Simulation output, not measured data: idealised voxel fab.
Herein follows the process module entitled voxel trench capacitor.
Pictured: cross-section cut, 250 nm wide, on a grid of 5 nm square cells.
Notation: cross-section as square-cell grid; stated in bands, top first, going down; one or more cell rows per band.
Quick guide to a band line: top height, bottom height (nm) up front; then every material left to right with its width in nm. Only one material and it's marked "full width"? Then it fills the band edge to edge. And "air" just means empty space.
Note: height 0 marks the level under which the wafer is uniformly one material as received. Lowest band unbounded below, written "z 0 and below".
The expression "30..40" gives the width at the extremes of the band, the first number at its top row of cells and the second at its bottom row, with the width changing by equal amounts from each row to the next in between.
When a step is marked "identical to before", none of the cells in the cross-section changed during that step.
This entry, "Closed void catalog", enumerates those empty regions of no fewer than 8 cells that possess no open connection to the top. Each region is reported in the form width x height at distance, the distance being taken from the left edge, with all three quantities expressed in nm.
Anything after a step's settings on that line? It's the simulator's own note about the step.
overlay nm: where the mask lay relative to plan, measured to the right, on steps with a mask; negatives go left.
Intended process steps:
| 1 | RECEIVE, material Si |
| 2 | CONFORMAL_DEP, material SiN, thk nm 5 |
| 3 | DIRECTIONAL_DEP, material aC, thk nm 10 |
| 4 | PATTERN, tone open, mask id TRENCH, material resist, width nm 20, pitch nm 40, thk nm 25, overlay nm 0 |
| 5 | DIRECTIONAL_ETCH, etch materials aC, depth nm 10 |
| 6 | STRIP, etch materials resist |
| 7 | DIRECTIONAL_ETCH, etch materials SiN, depth nm 5 |
| 8 | DIRECTIONAL_ETCH, etch materials Si, depth nm 35 |
| 9 | STRIP, etch materials aC |
| 10 | CONFORMAL_DEP, material SiO2, thk nm 5 |
| 11 | FILL_DEP, material polySi, thk nm 5 |
| 12 | CMP, height nm 5 |
Cross-section: wafer on arrival = after step 1:
* z 0 and below: Si full width
* Closed void catalog: none
End state of the module in cross-section, given the above starting point and plan and one mistake in execution:
* z 5 to 0: SiN 75 | SiO2 5 | polySi 15 | SiO2 5 | SiN 15 | SiO2 5 | polySi 15 | SiO2 5 | SiN 15 | SiO2 5 | polySi 15 | SiO2 5 | SiN 70
* z 0 to -30: Si 75 | SiO2 5 | polySi 15 | SiO2 5 | Si 15 | SiO2 5 | polySi 15 | SiO2 5 | Si 15 | SiO2 5 | polySi 15 | SiO2 5 | Si 70
* z -30 to -35: Si 75 | SiO2 25 | Si 15 | SiO2 25 | Si 15 | SiO2 25 | Si 70
* z -35 and below: Si full width
* Closed void catalog: none
In executing the process, a mistake was made relative to the plan: step 4 changed vs plan, executed as PATTERN, tone open, mask id TRENCH, material resist, width nm 25, pitch nm 40, thk nm 25, overlay nm 0
